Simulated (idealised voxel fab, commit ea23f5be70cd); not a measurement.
Process module name: voxel air gaps
Section cut is 195 nm wide and gridded with 5 nm square cells.
When this document writes out a cross-section, it uses a grid of square cells and lists it as bands, beginning at the top and moving down, with a band standing for one or more rows of cells.
Band entry format. Leading values: height of top, height of bottom, nm. Remainder: materials in left-to-right order, each with its width in nm. Special words: "throughout" on a single material, which then fills the band edge to edge; "air", empty space.
Heights are measured from 0, the level below which the as-received wafer is all one material; the lowest band has no bottom and continues downward, written as in "0 nm and below".
The notation "30 to 40" denotes a width that varies across the rows of cells in the band, beginning at the first number in the top row, finishing at the second number in the bottom row, and changing by an identical amount from each row to the next.
Take "remains unaltered" at face value: in the step it is given for, the cross-section changed in none of its cells.
So "Closed void list" is basically the list of trapped voids: any empty space of 8 cells or more that can't reach the top through an opening. They're written width x height at distance, the distance being from the left edge, and it's all nm.
Read whatever lies past the settings on a step's line as the simulator's own remark about the step.
overlay nm: on a step with a mask, how far right of its planned place the mask lay; negative means left.

Process steps (planned):
| 1 | RECEIVE (material Si) |
| 2 | CONFORMAL_DEP (material SiO2; thk nm 10) |
| 3 | CONFORMAL_DEP (material SiN; thk nm 5) |
| 4 | DIRECTIONAL_DEP (material lowk; thk nm 35) |
| 5 | DIRECTIONAL_DEP (material aC; thk nm 5) |
| 6 | PATTERN (tone open; mask id LINES; material resist; width nm 15; pitch nm 45; thk nm 30; overlay nm 0) |
| 7 | DIRECTIONAL_ETCH (etch materials aC; depth nm 15) |
| 8 | STRIP (etch materials resist) |
| 9 | DIRECTIONAL_ETCH (etch materials lowk; depth nm 35) |
| 10 | STRIP (etch materials aC) |
| 11 | CONFORMAL_DEP (material TiN; thk nm 5) |
| 12 | FILL_DEP (material Cu; thk nm 5) |
| 13 | CMP (height nm 50) |
| 14 | EPI (material Ru; thk nm 10) |
| 15 | SELECTIVE_ETCH (etch materials lowk; depth nm 45) |
| 16 | CONFORMAL_DEP (material SiN; thk nm 5) |
All wafers enter the flow in the same state. The thk nm at step 5 differs from wafer to wafer, and the plan gives the value for the first wafer.

First of several wafers, received after step 1, in cross-section:
  0 nm and below: Si throughout
  Closed void list: none

So in this table every wafer gets its own row, and what you see is where it stands at the end of the module: for each material, how many cells it picked up (+) or gave up (-) since we received it, and after that its closed voids:
thk nm 5; +18 Cu; +42 Ru; +156 SiN; +78 SiO2; +45 TiN; Closed void list: 20 x 25 at 65; 20 x 25 at 110
thk nm 10; +18 Cu; +42 Ru; +156 SiN; +78 SiO2; +45 TiN; Closed void list: 20 x 25 at 65; 20 x 25 at 110
thk nm 15; +18 Cu; +42 Ru; +156 SiN; +78 SiO2; +45 TiN; Closed void list: 20 x 25 at 65; 20 x 25 at 110
thk nm 20; +78 SiN; +78 SiO2; Closed void list: none
thk nm 25; +78 SiN; +78 SiO2; Closed void list: none
thk nm 30; +78 SiN; +78 SiO2; Closed void list: none
